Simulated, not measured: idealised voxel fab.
The process module presented herein is designated voxel self aligned vias.
165 nm wide, 5 nm square cells: that's cross-section cut.
Square cells in a grid make up a cross-section in this document, and the grid is given as bands, listed from the top down, each one or more rows of cells. Quick guide to a band line: top height, bottom height (nm) up front; then every material left to right with its width in nm. Only one material and it's marked "all across"? Then it fills the band edge to edge. And "empty" just means empty space. Height 0 is the level under which the wafer as received is all one material. The lowest band goes on downwards, as in "from 0 down". Width spec "30 to 40" -> top row of cells at first value, bottom row at second value, equal per-row change in between. Take "everything unchanged" at face value: in the step it is given for, the cross-section changed in none of its cells. Each empty space that has no open way to the top and spans at least 8 cells appears under "Tabulated closed voids" as width x height at distance, the distance counted from the left edge, all in nm. If you see something after the settings on a step's line, that's the simulator's own remark about that step. When a step includes a mask, the "overlay nm" setting on its line states how far to the right of its planned place that mask lay, and negative values state how far to the left.

The steps planned for the process are as follows:
| 1 | op RECEIVE | material Si |
| 2 | op CONFORMAL_DEP | material SiO2 | thk nm 10 |
| 3 | op CONFORMAL_DEP | material SiCN | thk nm 5 |
| 4 | op DIRECTIONAL_DEP | material lowk | thk nm 25 |
| 5 | op PATTERN | tone open | mask id LINES | material resist | width nm 20 | pitch nm 70 | thk nm 15 | overlay nm 0 |
| 6 | op DIRECTIONAL_ETCH | etch materials lowk | depth nm 25 |
| 7 | op STRIP | etch materials resist |
| 8 | op CONFORMAL_DEP | material TiN | thk nm 5 |
| 9 | op FILL_DEP | material Ru | thk nm 10 |
| 10 | op CMP | height nm 40 |
| 11 | op SELECTIVE_ETCH | etch materials W Ru TiN | depth nm 10 |
| 12 | op FILL_DEP | material SiN | thk nm 10 |
| 13 | op CMP | height nm 40 |
| 14 | op DIRECTIONAL_DEP | material lowk | thk nm 20 |
| 15 | op MASKED_ETCH | tone open | mask id VIAS | width nm 40 | etch materials lowk | depth nm 20 | overlay nm 0 |
| 16 | op MASKED_ETCH | tone open | mask id VIAS | width nm 40 | etch materials SiN | depth nm 10 | overlay nm 0 |
| 17 | op CONFORMAL_DEP | material TiN | thk nm 5 |
| 18 | op FILL_DEP | material Ru | thk nm 5 |
| 19 | op CMP | height nm 60 |
| 20 | op CONFORMAL_DEP | material SiCN | thk nm 5 |

Cross-section: wafer on arrival = after step 1:
> from 0 down  Si all across
> Tabulated closed voids: none

Starting structure and process plan are as shown above, but one mistake was made in running the module; the wafer cross-section at the end of the module follows:
> from 65 to 60  SiCN all across
> from 60 to 45  25 lowk, 5 TiN, 30 Ru, 5 TiN, 100 lowk
> from 45 to 40  25 lowk, 40 TiN, 100 lowk
> from 40 to 30  35 lowk, 20 SiO2, 50 lowk, 20 SiO2, 40 lowk
> from 30 to 20  35 lowk, 5 TiN, 10 Ru, 5 TiN, 50 lowk, 5 TiN, 10 Ru, 5 TiN, 40 lowk
> from 20 to 15  35 lowk, 20 TiN, 50 lowk, 20 TiN, 40 lowk
> from 15 to 10  SiCN all across
> from 10 to 0  SiO2 all across
> from 0 down  Si all across
> Tabulated closed voids: none
what went wrong: it should be noted that step 12 was executed with settings other than those planned, the operation and settings actually applied being op FILL_DEP | material SiO2 | thk nm 10
